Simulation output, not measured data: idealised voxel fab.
process module | voxel ribs on slabs
cross-section cut | 290 nm wide | cells 5 nm
A cross-section is a grid of square cells, given in bands from the top down. A band is one or more rows of cells.
Each band's line starts with the height of the band's top and of its bottom, in nm. Then come its materials from left to right, each with its width in nm. One material with "throughout" fills the band from edge to edge. "air" is empty space.
Height 0 is the level under which the wafer as received is all one material. The lowest band goes on downwards, as in "0 down".
A width such as "30 to 40" changes by the same amount from each row of cells to the next, from the band's top row to its bottom row.
"no change" after a step means that no cell of the cross-section changed.
closed voids: empty space of 8 cells or more with no open way to the top, each as width x height at its distance from the left edge, in nm
after a step's settings: what the simulator itself notes on the step
overlay nm, on a step with a mask: how far to the right of its planned place the mask lay; to the left if negative
plan
1 op RECEIVE | material Si
2 op DIRECTIONAL_DEP | material SiO2 | thk nm 20
3 op DIRECTIONAL_DEP | material polySi | thk nm 15
4 op DIRECTIONAL_DEP | material aC | thk nm 15
5 op PATTERN | tone cover | mask id RIB | material resist | width nm 15 | thk nm 30 | overlay nm 0
6 op DIRECTIONAL_ETCH | etch materials aC | depth nm 15
7 op STRIP | etch materials resist
8 op DIRECTIONAL_ETCH | etch materials polySi | depth nm 10
9 op STRIP | etch materials aC
10 op MASKED_ETCH | tone cover | mask id SLAB | width nm 45 | etch materials polySi | depth nm 5 | overlay nm 0
11 op FILL_DEP | material SiO2 | thk nm 25
12 op CMP | height nm 55
13 op DIRECTIONAL_DEP | material W | thk nm 10
14 op DIRECTIONAL_DEP | material aC | thk nm 15
15 op PATTERN | tone cover | mask id HEATER | material resist | width nm 25 | thk nm 30 | overlay nm 0
16 op DIRECTIONAL_ETCH | etch materials aC | depth nm 15
17 op STRIP | etch materials resist
18 op DIRECTIONAL_ETCH | etch materials W | depth nm 10
19 op STRIP | etch materials aC
20 op CONFORMAL_DEP | material SiN | thk nm 5
as received, after step 1
  0 down: Si throughout
  closed voids: none
a wafer at the end: this start, this plan, one mistake
  70 to 65: air 125 | SiN 35 | air 130
  65 to 60: air 125 | SiN 5 | W 25 | SiN 5 | air 130
  60 to 55: SiN 130 | W 25 | SiN 135
  55 to 35: SiO2 throughout
  35 to 25: SiO2 135 | polySi 15 | SiO2 140
  25 to 20: SiO2 110 | polySi 45 | SiO2 135
  20 to 0: SiO2 throughout
  0 down: Si throughout
  closed voids: none
what went wrong: step 10 ran as: op MASKED_ETCH | tone cover | mask id SLAB | width nm 45 | etch materials polySi | depth nm 5 | overlay nm -10
